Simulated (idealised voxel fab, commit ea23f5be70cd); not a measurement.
Presented below is a process module, voxel self aligned contacts.
Shown is cross-section cut, with a width of 235 nm and square cells of size 5 nm.
Cross-section layout: square cells on a grid; listed as bands, top to bottom; a band spans one or more cell rows. The entry gives the band's vertical extent as a top height and a bottom height in nm, then its horizontal make-up as materials from left to right, each with a width in nm. "blank" stands for empty space; a single material marked "edge to edge" fills the band edge to edge. A quick word on heights: they are counted from 0, and under that level the wafer as it came to us is one material throughout. The lowest band is different from the rest in having no bottom; it simply continues downward, written as in "z 0 and below". A two-number width, for instance "30->40", indicates that the width is equal to the first number in the top row of the band and to the second number in the bottom row, and that it changes by a constant amount per row of cells. The cross-section has no changed cell in any step marked "remained unchanged". In the "Listed closed voids" entry, you get each enclosed empty space of 8 cells or more, one with no open way to the top, written width x height at distance, distance from the left edge, in nm. Note: text after step settings on the step line = simulator remark on that step. "overlay nm" denotes, for a step that has a mask, the displacement of the mask to the right of its planned place, with negative values corresponding to the left.
**The process steps that were planned are listed below**
1: RECEIVE, material Si
2: CONFORMAL_DEP, material SiO2, thk nm 5
3: DIRECTIONAL_DEP, material polySi, thk nm 25
4: DIRECTIONAL_DEP, material SiN, thk nm 20
5: PATTERN, tone cover, mask id GATE, material resist, width nm 25, pitch nm 55, thk nm 15, overlay nm 0
6: DIRECTIONAL_ETCH, etch materials SiN, depth nm 20
7: DIRECTIONAL_ETCH, etch materials polySi, depth nm 25
8: STRIP, etch materials resist
9: CONFORMAL_DEP, material SiN, thk nm 5
10: DIRECTIONAL_ETCH, etch materials SiN, depth nm 5
11: FILL_DEP, material SiO2, thk nm 15
12: CMP, height nm 55
13: PATTERN, tone open, mask id CONTACT, material resist, width nm 40, pitch nm 55, thk nm 20, overlay nm 0
14: DIRECTIONAL_ETCH, etch materials SiO2, depth nm 55
15: STRIP, etch materials resist
16: CONFORMAL_DEP, material TiN, thk nm 5
17: FILL_DEP, material W, thk nm 10
18: CMP, height nm 55
19: CONFORMAL_DEP, material SiN, thk nm 5
**Cross-sectional view of the wafer in its as-received condition, corresponding to the state after step 1**
* z 0 and below: Si edge to edge
* Listed closed voids: none
**a wafer at the end: this start, this plan, one mistake**
* z 60 to 55: SiN edge to edge
* z 55 to 50: 70 of SiO2 | 15 of TiN | 10 of W | 15 of TiN | 15 of SiO2 | 15 of TiN | 10 of W | 15 of TiN | 70 of SiO2
* z 50 to 30: 45 of SiO2 | 35 of SiN | 5 of TiN | 10 of W | 5 of TiN | 35 of SiN | 5 of TiN | 10 of W | 5 of TiN | 35 of SiN | 45 of SiO2
* z 30 to 15: 45 of SiO2 | 5 of SiN | 25 of polySi | 5 of SiN | 5 of TiN | 10 of W | 5 of TiN | 5 of SiN | 25 of polySi | 5 of SiN | 5 of TiN | 10 of W | 5 of TiN | 5 of SiN | 25 of polySi | 5 of SiN | 45 of SiO2
* z 15 to 10: 45 of SiO2 | 5 of SiN | 25 of polySi | 5 of SiN | 20 of TiN | 5 of SiN | 25 of polySi | 5 of SiN | 20 of TiN | 5 of SiN | 25 of polySi | 5 of SiN | 45 of SiO2
* z 10 to 5: 50 of SiN | 25 of polySi | 30 of SiN | 25 of polySi | 30 of SiN | 25 of polySi | 50 of SiN
* z 5 to 0: SiO2 edge to edge
* z 0 and below: Si edge to edge
* Listed closed voids: none
It is concluded that the wafer was processed incorrectly with respect to the plan, in that sequence error: steps 9 and 10 interchanged
